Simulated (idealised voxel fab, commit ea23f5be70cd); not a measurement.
Herein follows the process module entitled voxel self aligned contacts.
Square cells of 5 nm make up the cross-section cut, whose width is 255 nm.
Notation: cross-section as square-cell grid; stated in bands, top first, going down; one or more cell rows per band. This entry defines a band. It first specifies the height of the band's top and the height of its bottom in nm, and then specifies the band's materials from left to right, stating each material with its width in nm. The word "full width" identifies a single material that fills the band from edge to edge, while the word "blank" identifies empty space. Heights are measured from 0, the level below which the as-received wafer is all one material; the lowest band has no bottom and continues downward, written as in "0 and below". Width spec "30 to 40" -> top row of cells at first value, bottom row at second value, equal per-row change in between. A step reported as "nothing different" is a step in which no cell of the cross-section changed. In "Sealed void list" the enclosed voids are listed, meaning empty spaces of 8 cells or larger without any opening to the top. The form is width x height at distance, distance from the left edge, units nm. Post-settings text on a step line: simulator's own remark regarding the step. Regarding "overlay nm": on a step with a mask, it is the distance the mask lay to the right of its planned place; a negative value places it to the left.

The process steps that were planned are listed below:
1. RECEIVE,material Si
2. OXIDIZE,depth nm 5
3. DIRECTIONAL_DEP,material polySi,thk nm 20
4. DIRECTIONAL_DEP,material SiN,thk nm 20
5. DIRECTIONAL_DEP,material aC,thk nm 10
6. PATTERN,tone cover,mask id GATE,material resist,width nm 35,pitch nm 60,thk nm 30,overlay nm 0
7. DIRECTIONAL_ETCH,etch materials aC,depth nm 10
8. STRIP,etch materials resist
9. DIRECTIONAL_ETCH,etch materials SiN,depth nm 20
10. DIRECTIONAL_ETCH,etch materials polySi,depth nm 20
11. STRIP,etch materials aC
12. CONFORMAL_DEP,material SiN,thk nm 5
13. DIRECTIONAL_ETCH,etch materials SiN,depth nm 5
14. FILL_DEP,material SiO2,thk nm 15
15. CMP,height nm 45
16. DIRECTIONAL_DEP,material aC,thk nm 10
17. PATTERN,tone open,mask id CONTACT,material resist,width nm 35,pitch nm 60,thk nm 25,overlay nm 0
18. DIRECTIONAL_ETCH,etch materials aC,depth nm 10
19. STRIP,etch materials resist
20. DIRECTIONAL_ETCH,etch materials SiO2,depth nm 50
21. STRIP,etch materials aC
22. CONFORMAL_DEP,material TiN,thk nm 5
23. FILL_DEP,material W,thk nm 10
24. CMP,height nm 45
25. CONFORMAL_DEP,material SiCN,thk nm 5

Wafer at receipt (post step 1), cross-section:
	0 and below: Si full width
	Sealed void list: none

Look at the cross-section after the module: the wafer started out the way shown above and the plan was the one shown above, yet one mistake was made along the way:
	50 down to 45: SiCN full width
	45 down to 40: 40 nm W, then 40 nm TiN, then 35 nm SiO2, then 25 nm TiN, then 35 nm SiO2, then 40 nm TiN, then 40 nm W
	40 down to 20: 40 nm W, then 5 nm TiN, then 45 nm SiN, then 15 nm SiO2, then 45 nm SiN, then 15 nm SiO2, then 45 nm SiN, then 5 nm TiN, then 40 nm W
	20 down to 0: 40 nm W, then 5 nm TiN, then 5 nm SiN, then 35 nm polySi, then 5 nm SiN, then 15 nm SiO2, then 5 nm SiN, then 35 nm polySi, then 5 nm SiN, then 15 nm SiO2, then 5 nm SiN, then 35 nm polySi, then 5 nm SiN, then 5 nm TiN, then 40 nm W
	0 down to -5: 45 nm TiN, then 165 nm SiO2, then 45 nm TiN
	-5 and below: Si full width
	Sealed void list: none
Diagnosis: step 17, actual vs plan mismatch, actual run PATTERN,tone cover,mask id CONTACT,material resist,width nm 35,pitch nm 60,thk nm 25,overlay nm 0
